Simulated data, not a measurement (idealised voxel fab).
process module | voxel spacer lines
cross-section cut | 225 nm wide | cells 5 nm
A cross-section is a grid of square cells, given in bands from the top down. A band is one or more rows of cells.
Each band's line starts with the height of the band's top and of its bottom, in nm. Then come its materials from left to right, each with its width in nm. One material with "throughout" fills the band from edge to edge. "air" is empty space.
Height 0 is the level under which the wafer as received is all one material. The lowest band goes on downwards, as in "0 down".
A width such as "30 to 40" changes by the same amount from each row of cells to the next, from the band's top row to its bottom row.
"no change" after a step means that no cell of the cross-section changed.
closed voids: empty space of 8 cells or more with no open way to the top, each as width x height at its distance from the left edge, in nm
after a step's settings: what the simulator itself notes on the step
overlay nm, on a step with a mask: how far to the right of its planned place the mask lay; to the left if negative
plan
1 op RECEIVE | material Si
2 op CONFORMAL_DEP | material Al2O3 | thk nm 5
3 op DIRECTIONAL_DEP | material polySi | thk nm 20
4 op DIRECTIONAL_DEP | material aC | thk nm 20
5 op PATTERN | tone cover | mask id MANDREL | material resist | width nm 20 | pitch nm 70 | thk nm 25 | overlay nm 0
6 op DIRECTIONAL_ETCH | etch materials aC | depth nm 20
7 op STRIP | etch materials resist
8 op CONFORMAL_DEP | material SiN | thk nm 15
9 op DIRECTIONAL_ETCH | etch materials SiN | depth nm 15
10 op STRIP | etch materials aC
11 op DIRECTIONAL_ETCH | etch materials polySi | depth nm 20
12 op STRIP | etch materials SiN
first wafer, as planned
as received, after step 1
  0 down: Si throughout
  closed voids: none
after step 2
  5 to 0: Al2O3 throughout
  below 0: unchanged
after step 3
  25 to 5: polySi throughout
  below 5: unchanged
after step 4
  45 to 25: aC throughout
  below 25: unchanged
after step 5
  70 to 45: air 30 | resist 20 | air 50 | resist 20 | air 50 | resist 20 | air 35
  below 45: unchanged
after step 6
  50 to 45: air 30 | resist 20 | air 50 | resist 20 | air 50 | resist 20 | air 35
  45 to 25: air 30 | aC 20 | air 50 | aC 20 | air 50 | aC 20 | air 35
  below 25: unchanged
after step 7
  45 to 25: air 30 | aC 20 | air 50 | aC 20 | air 50 | aC 20 | air 35
  below 25: unchanged
after step 8
  60 to 45: air 15 | SiN 50 | air 20 | SiN 50 | air 20 | SiN 50 | air 20
  45 to 40: air 15 | SiN 15 | aC 20 | SiN 15 | air 20 | SiN 15 | aC 20 | SiN 15 | air 20 | SiN 15 | aC 20 | SiN 15 | air 20
  40 to 25: SiN 30 | aC 20 | SiN 50 | aC 20 | SiN 50 | aC 20 | SiN 35
  below 25: unchanged
after step 9
  45 to 25: air 15 | SiN 15 | aC 20 | SiN 15 | air 20 | SiN 15 | aC 20 | SiN 15 | air 20 | SiN 15 | aC 20 | SiN 15 | air 20
  below 25: unchanged
after step 10
  45 to 25: air 15 | SiN 15 | air 20 | SiN 15 | air 20 | SiN 15 | air 20 | SiN 15 | air 20 | SiN 15 | air 20 | SiN 15 | air 20
  below 25: unchanged
after step 11
  45 to 25: air 15 | SiN 15 | air 20 | SiN 15 | air 20 | SiN 15 | air 20 | SiN 15 | air 20 | SiN 15 | air 20 | SiN 15 | air 20
  25 to 5: air 15 | polySi 15 | air 20 | polySi 15 | air 20 | polySi 15 | air 20 | polySi 15 | air 20 | polySi 15 | air 20 | polySi 15 | air 20
  below 5: unchanged
after step 12
  25 to 5: air 15 | polySi 15 | air 20 | polySi 15 | air 20 | polySi 15 | air 20 | polySi 15 | air 20 | polySi 15 | air 20 | polySi 15 | air 20
  below 5: unchanged
second wafer: like start, like plan, one mistake. Through step 2 it matches the first wafer
when step 3 should have ended
  25 to 5: aC throughout
  below 5: unchanged
when step 4 should have ended
  45 to 25: polySi throughout
  below 25: unchanged
when step 5 should have ended
  70 to 45: air 30 | resist 20 | air 50 | resist 20 | air 50 | resist 20 | air 35
  below 45: unchanged
when step 6 should have ended
  50 to 45: air 30 | resist 20 | air 50 | resist 20 | air 50 | resist 20 | air 35
  below 45: unchanged
when step 7 should have ended
  45 to 25: polySi throughout
  below 25: unchanged
when step 8 should have ended
  60 to 45: SiN throughout
  below 45: unchanged
when step 9 should have ended
  45 to 25: polySi throughout
  below 25: unchanged
when step 10 should have ended: no change
when step 11 should have ended
  25 to 5: aC throughout
  below 5: unchanged
when step 12 should have ended: no change
what went wrong: steps 3 and 4 were swapped
at the end the second wafer has, in cells: 180 more of aC | 72 fewer of polySi
